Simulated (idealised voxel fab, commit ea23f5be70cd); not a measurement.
process module | voxel double patterning
295 nm wide, 5 nm square cells: that's cross-section cut.
Cross-section layout: square cells on a grid; listed as bands, top to bottom; a band spans one or more cell rows. Heights first: top, then bottom, in nm. Then materials, left to right, each with a width in nm. "throughout" on a single material: fills the band edge to edge. "blank": empty space. Zero point of the height axis is 0; under it, received wafer = one material. Lowest band: continues down indefinitely, "z 0 and below". The two numbers in a width such as "30..40" mark its ends across the band: the first belongs to the top row of cells, the second to the bottom row, and from each row to the next the width moves by the same amount. "no change", as given for a step, is the statement that not any cell of the cross-section underwent a change during that step. Unvented voids: empty space of 8 cells or more with no open way to the top, each as width x height at its distance from the left edge, in nm. Text after the settings on a step's line: the simulator's own remark on that step. You can add "overlay nm" to a step's line. For a step with a mask, it describes how far the mask lay to the right of its planned position, and a negative number describes a lay to the left.
-- Steps in the process plan
- 1: op RECEIVE | material Si
- 2: op CONFORMAL_DEP | material SiO2 | thk nm 10
- 3: op DIRECTIONAL_DEP | material polySi | thk nm 15
- 4: op DIRECTIONAL_DEP | material SiCN | thk nm 10
- 5: op MASKED_ETCH | tone open | mask id FIRST | width nm 15 | pitch nm 50 | etch materials SiCN | depth nm 10 | overlay nm 0
- 6: op DIRECTIONAL_DEP | material aC | thk nm 15
- 7: op PATTERN | tone open | mask id SECOND | material resist | width nm 15 | pitch nm 50 | thk nm 35 | overlay nm 0
- 8: op DIRECTIONAL_ETCH | etch materials aC | depth nm 15
- 9: op STRIP | etch materials resist
- 10: op DIRECTIONAL_ETCH | etch materials SiCN | depth nm 10
- 11: op STRIP | etch materials aC
- 12: op DIRECTIONAL_ETCH | etch materials polySi | depth nm 15
- 13: op STRIP | etch materials SiCN
-- As-received state of the wafer in cross-section, equivalent to post-step 1
* z 0 and below = Si throughout
* Unvented voids: none
-- Cross-section, end of module. Start: as above. Plan: as above. Execution: one mistake
* z 25 to 10 = blank=90; polySi=15; blank=35; polySi=15; blank=35; polySi=15; blank=90
* z 10 to 0 = SiO2 throughout
* z 0 and below = Si throughout
* Unvented voids: none
Run error: step 5 did not use the planned setting and instead ran as op MASKED_ETCH | tone cover | mask id FIRST | width nm 15 | pitch nm 50 | etch materials SiCN | depth nm 10 | overlay nm 0
